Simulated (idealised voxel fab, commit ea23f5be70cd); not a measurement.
Title: Process Module voxel transistor to metal
FYI the section here is cut, 165 nm wide, cells are 5 nm squares.
Cross-section, as written here: a square-cell grid given band by band from the top down, where a band holds one or more rows of cells.
Heads up on the band format: heights come first, top then bottom, in nm. After that it's the materials left to right, each with its width in nm. A single material flagged "edge to edge" fills the whole band edge to edge, and "blank" means there's empty space there.
Heights are measured from 0, the level below which the as-received wafer is all one material; the lowest band has no bottom and continues downward, written as in "0 -> down".
It should be noted that a width expressed as "30->40" varies in equal increments from row to row of cells within the band, taking the value of the first number at the top row and that of the second number at the bottom row.
When a step is marked "remained unchanged", none of the cells in the cross-section changed during that step.
"Fully sealed cavities": empty spaces of 8 cells or more with no open way to the top, each given as width x height at distance, distance from the left edge, all in nm.
On each step's line, the part that comes after the settings is the simulator's own comment on the step.
The setting "overlay nm" may be written on the line of a step. When the step uses a mask, the value reports how far to the right of the planned place the mask lay, and a negative value reports that it lay to the left.

### Process steps foreseen in the plan
- 1: RECEIVE (material Si)
- 2: CONFORMAL_DEP (material SiO2; thk nm 5)
- 3: CONFORMAL_DEP (material SiN; thk nm 15)
- 4: MASKED_ETCH (tone cover; mask id ACTIVE; width nm 105; etch materials SiN; depth nm 15; overlay nm 0)
- 5: MASKED_ETCH (tone cover; mask id ACTIVE; width nm 105; etch materials SiO2; depth nm 5; overlay nm 0)
- 6: MASKED_ETCH (tone cover; mask id ACTIVE; width nm 105; etch materials Si; depth nm 25; overlay nm 0)
- 7: FILL_DEP (material SiO2; thk nm 15)
- 8: CMP (height nm 20)
- 9: SELECTIVE_ETCH (etch materials SiO2; depth nm 10)
- 10: STRIP (etch materials SiN)
- 11: SELECTIVE_ETCH (etch materials SiO2; depth nm 5)
- 12: OXIDIZE (depth nm 5)
- 13: DIRECTIONAL_DEP (material polySi; thk nm 20)
- 14: DIRECTIONAL_DEP (material SiCN; thk nm 15)
- 15: DIRECTIONAL_DEP (material aC; thk nm 10)
- 16: PATTERN (tone cover; mask id GATE; material resist; width nm 35; thk nm 25; overlay nm 0)
- 17: DIRECTIONAL_ETCH (etch materials aC; depth nm 10)
- 18: STRIP (etch materials resist)
- 19: DIRECTIONAL_ETCH (etch materials SiCN; depth nm 25)
- 20: DIRECTIONAL_ETCH (etch materials polySi; depth nm 30)
- 21: STRIP (etch materials aC)
- 22: CONFORMAL_DEP (material SiO2; thk nm 5)
- 23: DIRECTIONAL_ETCH (etch materials SiO2; depth nm 5)
- 24: CONFORMAL_DEP (material SiN; thk nm 10)
- 25: DIRECTIONAL_ETCH (etch materials SiN; depth nm 10)
- 26: DIRECTIONAL_ETCH (etch materials SiO2; depth nm 5)
- 27: DIRECTIONAL_ETCH (etch materials Si; depth nm 5)
- 28: EPI (material nSi; thk nm 10)
- 29: FILL_DEP (material SiO2; thk nm 10)
- 30: CMP (height nm 20)
- 31: STRIP (etch materials polySi)
- 32: SELECTIVE_ETCH (etch materials SiO2; depth nm 5)
- 33: CONFORMAL_DEP (material HfO2; thk nm 5)
- 34: CONFORMAL_DEP (material TiN; thk nm 5)
- 35: FILL_DEP (material W; thk nm 10)
- 36: CMP (height nm 15)
- 37: DIRECTIONAL_DEP (material SiO2; thk nm 10)
- 38: MASKED_ETCH (tone open; mask id CONTACT; width nm 15; pitch nm 80; etch materials SiO2; depth nm 20; overlay nm 0)
- 39: CONFORMAL_DEP (material TiN; thk nm 5)
- 40: FILL_DEP (material W; thk nm 5)
- 41: CMP (height nm 25)
- 42: CONFORMAL_DEP (material SiCN; thk nm 5)
- 43: DIRECTIONAL_DEP (material SiO2; thk nm 20)
- 44: DIRECTIONAL_DEP (material aC; thk nm 10)
- 45: PATTERN (tone open; mask id METAL_1; material resist; width nm 15; pitch nm 80; thk nm 25; overlay nm 0)
- 46: DIRECTIONAL_ETCH (etch materials aC; depth nm 10)
- 47: STRIP (etch materials resist)
- 48: DIRECTIONAL_ETCH (etch materials SiO2; depth nm 20)
- 49: DIRECTIONAL_ETCH (etch materials SiCN; depth nm 5)
- 50: STRIP (etch materials aC)
- 51: CONFORMAL_DEP (material TiN; thk nm 5)
- 52: FILL_DEP (material Cu; thk nm 10)
- 53: CMP (height nm 50)
- 54: CONFORMAL_DEP (material SiCN; thk nm 5)
- 55: DIRECTIONAL_DEP (material lowk; thk nm 25)
- 56: MASKED_ETCH (tone open; mask id METAL_2; width nm 15; pitch nm 80; etch materials lowk; depth nm 15; overlay nm 0)
- 57: MASKED_ETCH (tone open; mask id METAL_2_HOLES; width nm 15; pitch nm 80; etch materials lowk; depth nm 10; overlay nm 0)
- 58: MASKED_ETCH (tone open; mask id METAL_2_HOLES; width nm 15; pitch nm 80; etch materials SiCN; depth nm 5; overlay nm 0)
- 59: CONFORMAL_DEP (material TiN; thk nm 5)
- 60: FILL_DEP (material Ru; thk nm 5)
- 61: CMP (height nm 80)
- 62: CONFORMAL_DEP (material SiCN; thk nm 5)

### Cross-section: wafer on arrival = after step 1
0 -> down  Si edge to edge
Fully sealed cavities: none

### First of two wafers at the end of the module, shown in cross-section; run carried out as planned
85 -> 80  SiCN edge to edge
80 -> 55  35 lowk | 5 TiN | 5 Ru | 5 TiN | 65 lowk | 5 TiN | 5 Ru | 5 TiN | 35 lowk
55 -> 50  35 SiCN | 15 TiN | 65 SiCN | 15 TiN | 35 SiCN
50 -> 30  35 SiO2 | 5 TiN | 5 Cu | 5 TiN | 65 SiO2 | 5 TiN | 5 Cu | 5 TiN | 35 SiO2
30 -> 25  35 SiCN | 15 TiN | 65 SiCN | 15 TiN | 35 SiCN
25 -> 15  35 SiO2 | 5 TiN | 5 W | 5 TiN | 65 SiO2 | 5 TiN | 5 W | 5 TiN | 35 SiO2
15 -> 10  35 SiO2 | 5 TiN | 5 W | 5 TiN | 10 SiN | 5 HfO2 | 5 TiN | 25 W | 5 TiN | 5 HfO2 | 10 SiN | 5 TiN | 5 W | 5 TiN | 35 SiO2
10 -> 5  35 SiO2 | 15 TiN | 10 SiN | 5 HfO2 | 5 TiN | 25 W | 5 TiN | 5 HfO2 | 10 SiN | 15 TiN | 35 SiO2
5 -> 0  30 SiO2 | 10 SiN | 10 nSi | 10 SiN | 5 HfO2 | 35 TiN | 5 HfO2 | 10 SiN | 10 nSi | 10 SiN | 30 SiO2
0 -> -5  40 SiO2 | 10 nSi | 10 SiO2 | 45 HfO2 | 10 SiO2 | 10 nSi | 40 SiO2
-5 -> -10  30 SiO2 | 10 Si | 10 nSi | 65 Si | 10 nSi | 10 Si | 30 SiO2
-10 -> -25  30 SiO2 | 105 Si | 30 SiO2
-25 -> down  Si edge to edge
Fully sealed cavities: none

### What the second wafer looks like in cross-section once the module is done. Its start and its plan matched the first wafer's exactly; what differed was one mistake in how it was run
85 -> 80  SiCN edge to edge
80 -> 55  35 lowk | 5 TiN | 5 Ru | 5 TiN | 65 lowk | 5 TiN | 5 Ru | 5 TiN | 35 lowk
55 -> 50  35 SiCN | 15 TiN | 65 SiCN | 15 TiN | 35 SiCN
50 -> 30  35 SiO2 | 5 TiN | 5 Cu | 5 TiN | 65 SiO2 | 5 TiN | 5 Cu | 5 TiN | 35 SiO2
30 -> 25  35 SiCN | 15 TiN | 65 SiCN | 15 TiN | 35 SiCN
25 -> 15  35 SiO2 | 5 TiN | 5 W | 5 TiN | 65 SiO2 | 5 TiN | 5 W | 5 TiN | 35 SiO2
15 -> 10  35 SiO2 | 5 TiN | 5 W | 5 TiN | 10 SiN | 5 HfO2 | 5 TiN | 25 W | 5 TiN | 5 HfO2 | 10 SiN | 5 TiN | 5 W | 5 TiN | 35 SiO2
10 -> 5  35 SiO2 | 15 TiN | 10 SiN | 5 HfO2 | 5 TiN | 25 W | 5 TiN | 5 HfO2 | 10 SiN | 15 TiN | 35 SiO2
5 -> 0  30 SiO2 | 10 SiN | 10 nSi | 10 SiN | 5 HfO2 | 35 TiN | 5 HfO2 | 10 SiN | 10 nSi | 10 SiN | 30 SiO2
0 -> -5  40 SiO2 | 10 nSi | 10 SiO2 | 45 HfO2 | 10 SiO2 | 10 nSi | 40 SiO2
-5 -> -10  30 SiO2 | 10 Si | 10 nSi | 65 Si | 10 nSi | 10 Si | 30 SiO2
-10 -> -30  30 SiO2 | 105 Si | 30 SiO2
-30 -> down  Si edge to edge
Fully sealed cavities: none
Against the plan, the run slipped here: heads up, step 6 didn't go per plan, it actually ran as MASKED_ETCH (tone cover; mask id ACTIVE; width nm 105; etch materials Si; depth nm 30; overlay nm 0)
The final cell counts differ between the wafers, with the second having more or fewer of some materials than the first: Si: 12 fewer | SiO2: 12 more
